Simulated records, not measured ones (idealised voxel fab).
Proc. module: voxel self aligned contacts
Displayed cross-section: cut, width of 145 nm, square cells sized 5 nm.
Notation: cross-section as square-cell grid; stated in bands, top first, going down; one or more cell rows per band.
The band entry comprises the height of the band's top followed by the height of its bottom, expressed in nm, and subsequently the band's materials from left to right, each stated together with its width in nm. Where a single material is marked with the word "all across", that material fills the band from edge to edge. The word "air" represents empty space.
Heights are reckoned from 0. Under this level, the received wafer is all of one material. The bottommost band is open-ended downward, for example "0 -> down".
Read "30->40" as a graded width: first number on top, second number at the bottom, same change between each pair of neighbouring rows.
"nothing changed" (step): cross-section cells unchanged, all of them.
If an empty space has no open way to the top and is at least 8 cells in size, "Closed cavity list" lists it, written width x height at distance, where distance is measured from the left edge and every value is in nm.
On a step's line, text after the settings is the simulator commenting on that step.
overlay nm, on a step with a mask: how far to the right of its planned place the mask lay; to the left if negative
plan:
1 RECEIVE | material Si
2 OXIDIZE | depth nm 5
3 DIRECTIONAL_DEP | material polySi | thk nm 20
4 DIRECTIONAL_DEP | material SiN | thk nm 25
5 DIRECTIONAL_DEP | material aC | thk nm 10
6 PATTERN | tone cover | mask id GATE | material resist | width nm 35 | pitch nm 75 | thk nm 25 | overlay nm 0
7 DIRECTIONAL_ETCH | etch materials aC | depth nm 10
8 STRIP | etch materials resist
9 DIRECTIONAL_ETCH | etch materials SiN | depth nm 25
10 DIRECTIONAL_ETCH | etch materials polySi | depth nm 20
11 STRIP | etch materials aC
12 CONFORMAL_DEP | material SiN | thk nm 10
13 DIRECTIONAL_ETCH | etch materials SiN | depth nm 10
14 FILL_DEP | material SiO2 | thk nm 15
15 CMP | height nm 55
16 MASKED_ETCH | tone open | mask id CONTACT | width nm 50 | etch materials SiO2 | depth nm 60 | overlay nm 0
17 CONFORMAL_DEP | material TiN | thk nm 5
18 FILL_DEP | material Ru | thk nm 5
19 CMP | height nm 55
20 CONFORMAL_DEP | material SiCN | thk nm 5
As received (post step 1): cross-section:
* 0 -> down = Si all across
* Closed cavity list: none
Same starting wafer, same plan as above, one mistake in the execution; this is the cross-section at the end of the module:
* 60 -> 55 = SiCN all across
* 55 -> 50 = 45 SiO2, then 5 TiN, then 40 Ru, then 5 TiN, then 50 SiO2
* 50 -> 45 = 45 SiO2, then 50 TiN, then 50 SiO2
* 45 -> 20 = Ru all across
* 20 -> 0 = polySi all across
* 0 -> -5 = SiO2 all across
* -5 -> down = Si all across
* Closed cavity list: none
Diagnosis: step 4 did not use the planned setting and instead ran as DIRECTIONAL_DEP | material Ru | thk nm 25
